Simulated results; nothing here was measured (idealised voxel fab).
This section sets out a process module, namely voxel ribs on slabs.
This is section cut - it's 155 nm across, gridded in 5 nm square cells.
Square cells in a grid make up a cross-section in this document, and the grid is given as bands, listed from the top down, each one or more rows of cells.
This entry defines a band. It first specifies the height of the band's top and the height of its bottom in nm, and then specifies the band's materials from left to right, stating each material with its width in nm. The word "throughout" identifies a single material that fills the band from edge to edge, while the word "blank" identifies empty space.
Beneath 0, the wafer as received is one material, and that level is where height counting begins. The lowest band goes on downward without a bottom; it is written like "0 -> down".
A two-number width, for instance "30 to 40", indicates that the width is equal to the first number in the top row of the band and to the second number in the bottom row, and that it changes by a constant amount per row of cells.
"everything unchanged", as given for a step, is the statement that not any cell of the cross-section underwent a change during that step.
Any empty space of 8 cells or more lacking an open way to the top shows up in "Entrapped voids" as width x height at distance, distance from the left edge, in nm.
Whatever follows a step's settings on its line is a remark the simulator itself makes about that step.
The setting "overlay nm" may be written on the line of a step. When the step uses a mask, the value reports how far to the right of the planned place the mask lay, and a negative value reports that it lay to the left.
### Steps in the process plan
1,RECEIVE | material Si
2,DIRECTIONAL_DEP | material SiO2 | thk nm 30
3,DIRECTIONAL_DEP | material polySi | thk nm 25
4,PATTERN | tone cover | mask id RIB | material resist | width nm 30 | thk nm 15 | overlay nm 0
5,DIRECTIONAL_ETCH | etch materials polySi | depth nm 10
6,STRIP | etch materials resist
7,MASKED_ETCH | tone cover | mask id SLAB | width nm 60 | etch materials polySi | depth nm 15 | overlay nm 0
8,FILL_DEP | material SiO2 | thk nm 25
9,CMP | height nm 70
10,DIRECTIONAL_DEP | material W | thk nm 10
11,PATTERN | tone cover | mask id HEATER | material resist | width nm 40 | thk nm 15 | overlay nm 0
12,DIRECTIONAL_ETCH | etch materials W | depth nm 10
13,STRIP | etch materials resist
14,CONFORMAL_DEP | material SiO2 | thk nm 10
### Cross-sectional view of the wafer in its as-received condition, corresponding to the state after step 1
	0 -> down = Si throughout
	Entrapped voids: none
### Here's the cross-section of the first of our two wafers at the end of the module - it ran as planned
	90 -> 80 = 45 blank, then 60 SiO2, then 50 blank
	80 -> 70 = 55 SiO2, then 40 W, then 60 SiO2
	70 -> 55 = SiO2 throughout
	55 -> 45 = 60 SiO2, then 30 polySi, then 65 SiO2
	45 -> 30 = 45 SiO2, then 60 polySi, then 50 SiO2
	30 -> 0 = SiO2 throughout
	0 -> down = Si throughout
	Entrapped voids: none
### Now the second wafer, cross-sectioned at the end of the module. Nothing different at the start, nothing different in the plan compared with the first, just one mistake when it was actually run
	90 -> 80 = 55 blank, then 60 SiO2, then 40 blank
	80 -> 70 = 65 SiO2, then 40 W, then 50 SiO2
	70 -> 55 = SiO2 throughout
	55 -> 45 = 60 SiO2, then 30 polySi, then 65 SiO2
	45 -> 30 = 45 SiO2, then 60 polySi, then 50 SiO2
	30 -> 0 = SiO2 throughout
	0 -> down = Si throughout
	Entrapped voids: none
The mistake made against the process plan was this: step 11 changed vs plan, executed as PATTERN | tone cover | mask id HEATER | material resist | width nm 40 | thk nm 15 | overlay nm 10
Matching per-material cell counts, mismatched positions: that is how the second wafer compares with the first at the end.
